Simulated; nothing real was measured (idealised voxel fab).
process module | voxel double patterning
cross-section cut | 295 nm wide | cells 5 nm
A cross-section is a grid of square cells, given in bands from the top down. A band is one or more rows of cells.
Each band's line starts with the height of the band's top and of its bottom, in nm. Then come its materials from left to right, each with its width in nm. One material with "throughout" fills the band from edge to edge. "air" is empty space.
Height 0 is the level under which the wafer as received is all one material. The lowest band goes on downwards, as in "0 down".
A width such as "30 to 40" changes by the same amount from each row of cells to the next, from the band's top row to its bottom row.
"no change" after a step means that no cell of the cross-section changed.
closed voids: empty space of 8 cells or more with no open way to the top, each as width x height at its distance from the left edge, in nm
after a step's settings: what the simulator itself notes on the step
overlay nm, on a step with a mask: how far to the right of its planned place the mask lay; to the left if negative
plan
1 op RECEIVE | material Si
2 op CONFORMAL_DEP | material SiO2 | thk nm 10
3 op DIRECTIONAL_DEP | material W | thk nm 10
4 op DIRECTIONAL_DEP | material SiN | thk nm 5
5 op MASKED_ETCH | tone open | mask id FIRST | width nm 15 | pitch nm 50 | etch materials SiN | depth nm 5 | overlay nm -15
6 op DIRECTIONAL_DEP | material aC | thk nm 10
7 op PATTERN | tone open | mask id SECOND | material resist | width nm 15 | pitch nm 50 | thk nm 25 | overlay nm 0
8 op DIRECTIONAL_ETCH | etch materials aC | depth nm 10
9 op STRIP | etch materials resist
10 op DIRECTIONAL_ETCH | etch materials SiN | depth nm 5
11 op STRIP | etch materials aC
12 op DIRECTIONAL_ETCH | etch materials W | depth nm 10
13 op STRIP | etch materials SiN
varied across the wafers: overlay nm of step 5. The plan shows the first wafer's value. All wafers start alike
first wafer as received, after step 1
  0 down: Si throughout
  closed voids: none
first wafer at the end, after step 13
  20 to 10: W 75 | air 15 | W 25 | air 25 | W 25 | air 25 | W 105
  10 to 0: SiO2 throughout
  0 down: Si throughout
  closed voids: none
last wafer at the end
  20 to 10: W 105 | air 25 | W 25 | air 25 | W 25 | air 15 | W 75
  10 to 0: SiO2 throughout
  0 down: Si throughout
  closed voids: none
each wafer at the end: cells of each material gained (+) or lost (-) since it was received, then its closed voids
overlay nm -15 | +118 SiO2 | +92 W | closed voids: none
overlay nm -10 | +118 SiO2 | +88 W | closed voids: none
overlay nm -5 | +118 SiO2 | +88 W | closed voids: none
overlay nm 0 | +118 SiO2 | +88 W | closed voids: none
overlay nm 5 | +118 SiO2 | +88 W | closed voids: none
overlay nm 10 | +118 SiO2 | +88 W | closed voids: none
overlay nm 15 | +118 SiO2 | +92 W | closed voids: none
